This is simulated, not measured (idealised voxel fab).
The following is a process module called voxel ribs on slabs.
Cross-section cut spans 205 nm and uses square cells 5 nm in size.
Cross-section layout: square cells on a grid; listed as bands, top to bottom; a band spans one or more cell rows.
In this notation a band is specified by the heights of its top and bottom, in that order and in nm, after which its materials appear from left to right, each paired with its width in nm. The word "throughout" attached to a single material means that material fills the band from edge to edge; the word "air" stands for empty space.
Where do heights start? At 0: under that level the wafer as delivered is made of one material only. And the lowest band has no floor; it just carries on downward, as in "0 down".
You'd read "30 to 40" like this: the band's top row of cells is as wide as the first number, its bottom row is as wide as the second, and going down, every row changes width by the same amount as the row before did.
Take "remains unaltered" at face value: in the step it is given for, the cross-section changed in none of its cells.
In the "Closed cavity list" entry, you get each enclosed empty space of 8 cells or more, one with no open way to the top, written width x height at distance, distance from the left edge, in nm.
Whatever follows a step's settings on its line is a remark the simulator itself makes about that step.
Each step line may optionally specify "overlay nm", which for a step with a mask gives the rightward distance between the mask's planned place and where it lay, a negative value indicating the leftward direction.
-- plan
1: RECEIVE, material Si
2: DIRECTIONAL_DEP, material SiO2, thk nm 25
3: DIRECTIONAL_DEP, material SiN, thk nm 15
4: DIRECTIONAL_DEP, material aC, thk nm 10
5: PATTERN, tone cover, mask id RIB, material resist, width nm 20, thk nm 25, overlay nm 0
6: DIRECTIONAL_ETCH, etch materials aC, depth nm 10
7: STRIP, etch materials resist
8: DIRECTIONAL_ETCH, etch materials SiN, depth nm 5
9: STRIP, etch materials aC
10: MASKED_ETCH, tone cover, mask id SLAB, width nm 60, etch materials SiN, depth nm 10, overlay nm 0
11: FILL_DEP, material SiO2, thk nm 15
12: CMP, height nm 50
13: DIRECTIONAL_DEP, material W, thk nm 10
14: PATTERN, tone cover, mask id HEATER, material resist, width nm 30, thk nm 15, overlay nm 0
15: DIRECTIONAL_ETCH, etch materials W, depth nm 10
16: STRIP, etch materials resist
17: CONFORMAL_DEP, material SiN, thk nm 5
-- Cross-sectional view of the wafer in its as-received condition, corresponding to the state after step 1
0 down | Si throughout
Closed cavity list: none
-- Cross-section, end of module. Start: as above. Plan: as above. Execution: one mistake
65 to 60 | air=80; SiN=40; air=85
60 to 55 | air=80; SiN=5; W=30; SiN=5; air=85
55 to 50 | SiN=85; W=30; SiN=90
50 to 40 | SiO2 throughout
40 to 35 | SiO2=70; SiN=20; SiO2=20; SiN=20; SiO2=75
35 to 30 | SiO2=70; SiN=60; SiO2=75
30 to 25 | SiN throughout
25 to 0 | SiO2 throughout
0 down | Si throughout
Closed cavity list: none
Short version of what went wrong: step 5 deviated from plan and actually ran as PATTERN, tone open, mask id RIB, material resist, width nm 20, thk nm 25, overlay nm 0
